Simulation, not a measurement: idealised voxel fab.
Proc. module: voxel self aligned contacts
We display cut, a cross-section 180 nm in width whose square cells are each 5 nm.
A cross-section is written here as square cells arranged in a grid, and it is given in bands from the top down, each band taking up one or more rows of cells.
Heights first: top, then bottom, in nm. Then materials, left to right, each with a width in nm. "edge to edge" on a single material: fills the band edge to edge. "blank": empty space.
Height datum 0, below which the as-received substrate wafer is one material. Lowest band open at the bottom, running downward: "top 0, no bottom".
So if you see something like "30 to 40" for the width, read it as the top row of the band sitting at the first number and the bottom row at the second, with every row in between moving by the same amount as the last.
"nothing changed" -> step changed no cross-section cell.
"Unvented voids" lists enclosed empty spaces (at least 8 cells, no open path upward to the top), each as width x height at distance from the left edge, in nm.
Read whatever lies past the settings on a step's line as the simulator's own remark about the step.
overlay nm: how far to the right of its planned place the mask lay on this masked step (negative: to the left).

## The following list gives the planned process steps
1: op RECEIVE | material Si
2: op CONFORMAL_DEP | material SiO2 | thk nm 5
3: op DIRECTIONAL_DEP | material polySi | thk nm 25
4: op DIRECTIONAL_DEP | material SiN | thk nm 20
5: op PATTERN | tone cover | mask id GATE | material resist | width nm 35 | pitch nm 70 | thk nm 15 | overlay nm 0
6: op DIRECTIONAL_ETCH | etch materials SiN | depth nm 20
7: op DIRECTIONAL_ETCH | etch materials polySi | depth nm 25
8: op STRIP | etch materials resist
9: op CONFORMAL_DEP | material SiN | thk nm 5
10: op DIRECTIONAL_ETCH | etch materials SiN | depth nm 5
11: op FILL_DEP | material SiO2 | thk nm 15
12: op CMP | height nm 60
13: op MASKED_ETCH | tone open | mask id CONTACT | width nm 55 | etch materials SiO2 | depth nm 60 | overlay nm 0
14: op CONFORMAL_DEP | material TiN | thk nm 5
15: op FILL_DEP | material W | thk nm 5
16: op CMP | height nm 60
17: op CONFORMAL_DEP | material SiN | thk nm 5

## Step 1 complete: cross-section of the wafer as received
	top 0, no bottom = Si edge to edge
	Unvented voids: none

## Module complete, cross-section. Starting point and plan per above. One mistake made in running the module
	top 65, bottom 60 = SiN edge to edge
	top 60, bottom 50 = 60 of SiO2  5 to 20 of TiN  45 to 15 of W  5 to 20 of TiN  65 of SiO2
	top 50, bottom 35 = 30 of SiO2  45 of SiN  5 of TiN  15 of W  5 of TiN  45 of SiN  35 of SiO2
	top 35, bottom 30 = 30 of SiO2  45 of SiN  25 of TiN  45 of SiN  35 of SiO2
	top 30, bottom 5 = W edge to edge
	top 5, bottom 0 = SiO2 edge to edge
	top 0, no bottom = Si edge to edge
	Unvented voids: none
Misprocessing identified: in deviation from the planned setting, step 3 was conducted as op DIRECTIONAL_DEP | material W | thk nm 25
